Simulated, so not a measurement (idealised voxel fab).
Process module under the name voxel trench capacitor
Section shown: cut. Width: 300 nm. Cell size: 5 nm, square.
Cross-section format: a grid of square cells, given as bands from top to bottom; each band is one or more rows of cells. Heads up on the band format: heights come first, top then bottom, in nm. After that it's the materials left to right, each with its width in nm. A single material flagged "throughout" fills the whole band edge to edge, and "empty" means there's empty space there. Heights from 0 (as-received wafer is one material below). Bottom band endless downward, as "from 0 down". The width entry "30->40" should be interpreted row by row: the top row of cells in the band takes the first number, the bottom row takes the second number, and the change between adjacent rows is uniform throughout. "no change" -> step changed no cross-section cell. For the entry "Closed void catalog", the listed items are empty spaces with no open way to the top whose size is 8 cells or more; each item follows the pattern width x height at distance, where distance is from the left edge and all three are in nm. It should be noted that, on the line of a given step, the content following the step's settings is a remark produced by the simulator itself with respect to that step. overlay nm: how far to the right of its planned place the mask lay on this masked step (negative: to the left).

## plan
| 1 | RECEIVE with material Si |
| 2 | CONFORMAL_DEP with material SiN, thk nm 10 |
| 3 | MASKED_ETCH with tone open, mask id TRENCH, width nm 30, pitch nm 55, etch materials SiN, depth nm 10, overlay nm 0 |
| 4 | MASKED_ETCH with tone open, mask id TRENCH, width nm 30, pitch nm 55, etch materials Si, depth nm 30, overlay nm 0 |
| 5 | CONFORMAL_DEP with material HfO2, thk nm 5 |
| 6 | CONFORMAL_DEP with material TiN, thk nm 5 |
| 7 | FILL_DEP with material W, thk nm 10 |
| 8 | CMP with height nm 10 |

## The first of two wafers, run as planned

## As received (post step 1): cross-section
    from 0 down = Si throughout
    Closed void catalog: none

## Cross-section of the wafer subsequent to step 2
    from 10 to 0 = SiN throughout
    Under the height 0 nothing was changed.

## Cross-section of the wafer subsequent to step 3
    from 10 to 0 = 50 of SiN; 30 of empty; 25 of SiN; 30 of empty; 25 of SiN; 30 of empty; 25 of SiN; 30 of empty; 55 of SiN
    Under the height 0 nothing was changed.

## Cross-section of the wafer subsequent to step 4
    from 10 to 0 = 50 of SiN; 30 of empty; 25 of SiN; 30 of empty; 25 of SiN; 30 of empty; 25 of SiN; 30 of empty; 55 of SiN
    from 0 to -30 = 50 of Si; 30 of empty; 25 of Si; 30 of empty; 25 of Si; 30 of empty; 25 of Si; 30 of empty; 55 of Si
    Under the height -30 nothing was changed.

## Cross-section of the wafer subsequent to step 5
    from 15 to 10 = 55 of HfO2; 20 of empty; 35 of HfO2; 20 of empty; 35 of HfO2; 20 of empty; 35 of HfO2; 20 of empty; 60 of HfO2
    from 10 to 0 = 50 of SiN; 5 of HfO2; 20 of empty; 5 of HfO2; 25 of SiN; 5 of HfO2; 20 of empty; 5 of HfO2; 25 of SiN; 5 of HfO2; 20 of empty; 5 of HfO2; 25 of SiN; 5 of HfO2; 20 of empty; 5 of HfO2; 55 of SiN
    from 0 to -25 = 50 of Si; 5 of HfO2; 20 of empty; 5 of HfO2; 25 of Si; 5 of HfO2; 20 of empty; 5 of HfO2; 25 of Si; 5 of HfO2; 20 of empty; 5 of HfO2; 25 of Si; 5 of HfO2; 20 of empty; 5 of HfO2; 55 of Si
    from -25 to -30 = 50 of Si; 30 of HfO2; 25 of Si; 30 of HfO2; 25 of Si; 30 of HfO2; 25 of Si; 30 of HfO2; 55 of Si
    Under the height -30 nothing was changed.

## Cross-section of the wafer subsequent to step 6
    from 20 to 15 = 60 of TiN; 10 of empty; 45 of TiN; 10 of empty; 45 of TiN; 10 of empty; 45 of TiN; 10 of empty; 65 of TiN
    from 15 to 10 = 55 of HfO2; 5 of TiN; 10 of empty; 5 of TiN; 35 of HfO2; 5 of TiN; 10 of empty; 5 of TiN; 35 of HfO2; 5 of TiN; 10 of empty; 5 of TiN; 35 of HfO2; 5 of TiN; 10 of empty; 5 of TiN; 60 of HfO2
    from 10 to 0 = 50 of SiN; 5 of HfO2; 5 of TiN; 10 of empty; 5 of TiN; 5 of HfO2; 25 of SiN; 5 of HfO2; 5 of TiN; 10 of empty; 5 of TiN; 5 of HfO2; 25 of SiN; 5 of HfO2; 5 of TiN; 10 of empty; 5 of TiN; 5 of HfO2; 25 of SiN; 5 of HfO2; 5 of TiN; 10 of empty; 5 of TiN; 5 of HfO2; 55 of SiN
    from 0 to -20 = 50 of Si; 5 of HfO2; 5 of TiN; 10 of empty; 5 of TiN; 5 of HfO2; 25 of Si; 5 of HfO2; 5 of TiN; 10 of empty; 5 of TiN; 5 of HfO2; 25 of Si; 5 of HfO2; 5 of TiN; 10 of empty; 5 of TiN; 5 of HfO2; 25 of Si; 5 of HfO2; 5 of TiN; 10 of empty; 5 of TiN; 5 of HfO2; 55 of Si
    from -20 to -25 = 50 of Si; 5 of HfO2; 20 of TiN; 5 of HfO2; 25 of Si; 5 of HfO2; 20 of TiN; 5 of HfO2; 25 of Si; 5 of HfO2; 20 of TiN; 5 of HfO2; 25 of Si; 5 of HfO2; 20 of TiN; 5 of HfO2; 55 of Si
    Under the height -25 nothing was changed.

## Cross-section of the wafer subsequent to step 7
    from 30 to 20 = W throughout
    from 20 to 15 = 60 of TiN; 10 of W; 45 of TiN; 10 of W; 45 of TiN; 10 of W; 45 of TiN; 10 of W; 65 of TiN
    from 15 to 10 = 55 of HfO2; 5 of TiN; 10 of W; 5 of TiN; 35 of HfO2; 5 of TiN; 10 of W; 5 of TiN; 35 of HfO2; 5 of TiN; 10 of W; 5 of TiN; 35 of HfO2; 5 of TiN; 10 of W; 5 of TiN; 60 of HfO2
    from 10 to 0 = 50 of SiN; 5 of HfO2; 5 of TiN; 10 of W; 5 of TiN; 5 of HfO2; 25 of SiN; 5 of HfO2; 5 of TiN; 10 of W; 5 of TiN; 5 of HfO2; 25 of SiN; 5 of HfO2; 5 of TiN; 10 of W; 5 of TiN; 5 of HfO2; 25 of SiN; 5 of HfO2; 5 of TiN; 10 of W; 5 of TiN; 5 of HfO2; 55 of SiN
    from 0 to -20 = 50 of Si; 5 of HfO2; 5 of TiN; 10 of W; 5 of TiN; 5 of HfO2; 25 of Si; 5 of HfO2; 5 of TiN; 10 of W; 5 of TiN; 5 of HfO2; 25 of Si; 5 of HfO2; 5 of TiN; 10 of W; 5 of TiN; 5 of HfO2; 25 of Si; 5 of HfO2; 5 of TiN; 10 of W; 5 of TiN; 5 of HfO2; 55 of Si
    Under the height -20 nothing was changed.

## Cross-section of the wafer subsequent to step 8
    from 10 to 0 = 50 of SiN; 5 of HfO2; 5 of TiN; 10 of W; 5 of TiN; 5 of HfO2; 25 of SiN; 5 of HfO2; 5 of TiN; 10 of W; 5 of TiN; 5 of HfO2; 25 of SiN; 5 of HfO2; 5 of TiN; 10 of W; 5 of TiN; 5 of HfO2; 25 of SiN; 5 of HfO2; 5 of TiN; 10 of W; 5 of TiN; 5 of HfO2; 55 of SiN
    Under the height 0 nothing was changed.

## The second wafer was prepared from the same starting point and under the same plan as the first; its processing contained one mistake, and it remains indistinguishable from the first wafer up to and including step 3

## The second wafer in cross-section, at the planned close of step 4
    from 10 to 0 = 50 of SiN; 30 of empty; 25 of SiN; 30 of empty; 25 of SiN; 30 of empty; 25 of SiN; 30 of empty; 55 of SiN
    from 0 to -25 = 50 of Si; 30 of empty; 25 of Si; 30 of empty; 25 of Si; 30 of empty; 25 of Si; 30 of empty; 55 of Si
    Under the height -25 nothing was changed.

## The second wafer in cross-section, at the planned close of step 5
    from 15 to 10 = 55 of HfO2; 20 of empty; 35 of HfO2; 20 of empty; 35 of HfO2; 20 of empty; 35 of HfO2; 20 of empty; 60 of HfO2
    from 10 to 0 = 50 of SiN; 5 of HfO2; 20 of empty; 5 of HfO2; 25 of SiN; 5 of HfO2; 20 of empty; 5 of HfO2; 25 of SiN; 5 of HfO2; 20 of empty; 5 of HfO2; 25 of SiN; 5 of HfO2; 20 of empty; 5 of HfO2; 55 of SiN
    from 0 to -20 = 50 of Si; 5 of HfO2; 20 of empty; 5 of HfO2; 25 of Si; 5 of HfO2; 20 of empty; 5 of HfO2; 25 of Si; 5 of HfO2; 20 of empty; 5 of HfO2; 25 of Si; 5 of HfO2; 20 of empty; 5 of HfO2; 55 of Si
    from -20 to -25 = 50 of Si; 30 of HfO2; 25 of Si; 30 of HfO2; 25 of Si; 30 of HfO2; 25 of Si; 30 of HfO2; 55 of Si
    Under the height -25 nothing was changed.

## The second wafer in cross-section, at the planned close of step 6
    from 20 to 15 = 60 of TiN; 10 of empty; 45 of TiN; 10 of empty; 45 of TiN; 10 of empty; 45 of TiN; 10 of empty; 65 of TiN
    from 15 to 10 = 55 of HfO2; 5 of TiN; 10 of empty; 5 of TiN; 35 of HfO2; 5 of TiN; 10 of empty; 5 of TiN; 35 of HfO2; 5 of TiN; 10 of empty; 5 of TiN; 35 of HfO2; 5 of TiN; 10 of empty; 5 of TiN; 60 of HfO2
    from 10 to 0 = 50 of SiN; 5 of HfO2; 5 of TiN; 10 of empty; 5 of TiN; 5 of HfO2; 25 of SiN; 5 of HfO2; 5 of TiN; 10 of empty; 5 of TiN; 5 of HfO2; 25 of SiN; 5 of HfO2; 5 of TiN; 10 of empty; 5 of TiN; 5 of HfO2; 25 of SiN; 5 of HfO2; 5 of TiN; 10 of empty; 5 of TiN; 5 of HfO2; 55 of SiN
    from 0 to -15 = 50 of Si; 5 of HfO2; 5 of TiN; 10 of empty; 5 of TiN; 5 of HfO2; 25 of Si; 5 of HfO2; 5 of TiN; 10 of empty; 5 of TiN; 5 of HfO2; 25 of Si; 5 of HfO2; 5 of TiN; 10 of empty; 5 of TiN; 5 of HfO2; 25 of Si; 5 of HfO2; 5 of TiN; 10 of empty; 5 of TiN; 5 of HfO2; 55 of Si
    from -15 to -20 = 50 of Si; 5 of HfO2; 20 of TiN; 5 of HfO2; 25 of Si; 5 of HfO2; 20 of TiN; 5 of HfO2; 25 of Si; 5 of HfO2; 20 of TiN; 5 of HfO2; 25 of Si; 5 of HfO2; 20 of TiN; 5 of HfO2; 55 of Si
    Under the height -20 nothing was changed.

## The second wafer in cross-section, at the planned close of step 7
    from 30 to 20 = W throughout
    from 20 to 15 = 60 of TiN; 10 of W; 45 of TiN; 10 of W; 45 of TiN; 10 of W; 45 of TiN; 10 of W; 65 of TiN
    from 15 to 10 = 55 of HfO2; 5 of TiN; 10 of W; 5 of TiN; 35 of HfO2; 5 of TiN; 10 of W; 5 of TiN; 35 of HfO2; 5 of TiN; 10 of W; 5 of TiN; 35 of HfO2; 5 of TiN; 10 of W; 5 of TiN; 60 of HfO2
    from 10 to 0 = 50 of SiN; 5 of HfO2; 5 of TiN; 10 of W; 5 of TiN; 5 of HfO2; 25 of SiN; 5 of HfO2; 5 of TiN; 10 of W; 5 of TiN; 5 of HfO2; 25 of SiN; 5 of HfO2; 5 of TiN; 10 of W; 5 of TiN; 5 of HfO2; 25 of SiN; 5 of HfO2; 5 of TiN; 10 of W; 5 of TiN; 5 of HfO2; 55 of SiN
    from 0 to -15 = 50 of Si; 5 of HfO2; 5 of TiN; 10 of W; 5 of TiN; 5 of HfO2; 25 of Si; 5 of HfO2; 5 of TiN; 10 of W; 5 of TiN; 5 of HfO2; 25 of Si; 5 of HfO2; 5 of TiN; 10 of W; 5 of TiN; 5 of HfO2; 25 of Si; 5 of HfO2; 5 of TiN; 10 of W; 5 of TiN; 5 of HfO2; 55 of Si
    Under the height -15 nothing was changed.

## The second wafer in cross-section, at the planned close of step 8
    from 10 to 0 = 50 of SiN; 5 of HfO2; 5 of TiN; 10 of W; 5 of TiN; 5 of HfO2; 25 of SiN; 5 of HfO2; 5 of TiN; 10 of W; 5 of TiN; 5 of HfO2; 25 of SiN; 5 of HfO2; 5 of TiN; 10 of W; 5 of TiN; 5 of HfO2; 25 of SiN; 5 of HfO2; 5 of TiN; 10 of W; 5 of TiN; 5 of HfO2; 55 of SiN
    Under the height 0 nothing was changed.
Finding, execution versus plan: not per plan at step 4, really ran MASKED_ETCH with tone open, mask id TRENCH, width nm 30, pitch nm 55, etch materials Si, depth nm 25, overlay nm 0
Final difference in cells, second wafer against first, listed per material as more or fewer: -8 HfO2; +24 Si; -8 TiN; -8 W
